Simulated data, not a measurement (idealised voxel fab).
The following process module bears the name voxel lift off.
In the cross-section labelled cut, the width is 225 nm and each square cell is 5 nm.
This document writes a cross-section as a grid whose cells are square, and gives it as bands, listed from the top down; one or more rows of cells form a band.
This entry defines a band. It first specifies the height of the band's top and the height of its bottom in nm, and then specifies the band's materials from left to right, stating each material with its width in nm. The word "full width" identifies a single material that fills the band from edge to edge, while the word "empty" identifies empty space.
Heights from 0 (as-received wafer is one material below). Bottom band endless downward, as "top 0, no bottom".
So if you see something like "30..40" for the width, read it as the top row of the band sitting at the first number and the bottom row at the second, with every row in between moving by the same amount as the last.
"nothing altered" -> step changed no cross-section cell.
Under "Enclosed void listing" you'll find the enclosed gaps, the ones with no way out to the top, that are 8 cells or bigger; each reads width x height at distance, with distance counted from the left edge, everything in nm.
On a step's line, text after the settings is the simulator commenting on that step.
Steps that use a mask can have "overlay nm" on their line. It says how far the mask sat to the right of where it was meant to be. Negative means to the left.
## Process steps - plan
1) RECEIVE (material Si)
2) CONFORMAL_DEP (material Al2O3; thk nm 15)
3) PATTERN (tone open; mask id LINES; material resist; width nm 25; pitch nm 40; thk nm 25; overlay nm 0)
4) DIRECTIONAL_DEP (material Ru; thk nm 15)
5) STRIP (etch materials resist)
6) CONFORMAL_DEP (material SiN; thk nm 5)
## Received-state cross-section, reflecting completion of step 1
	top 0, no bottom | Si full width
	Enclosed void listing: none
## One mistake in running the module, otherwise start and plan as above: cross-section at the end
	top 20, bottom 15 | SiN full width
	top 15, bottom 0 | Al2O3 full width
	top 0, no bottom | Si full width
	Enclosed void listing: none
Where did the run depart from the plan? step 4 was dropped from the plan's execution and never run
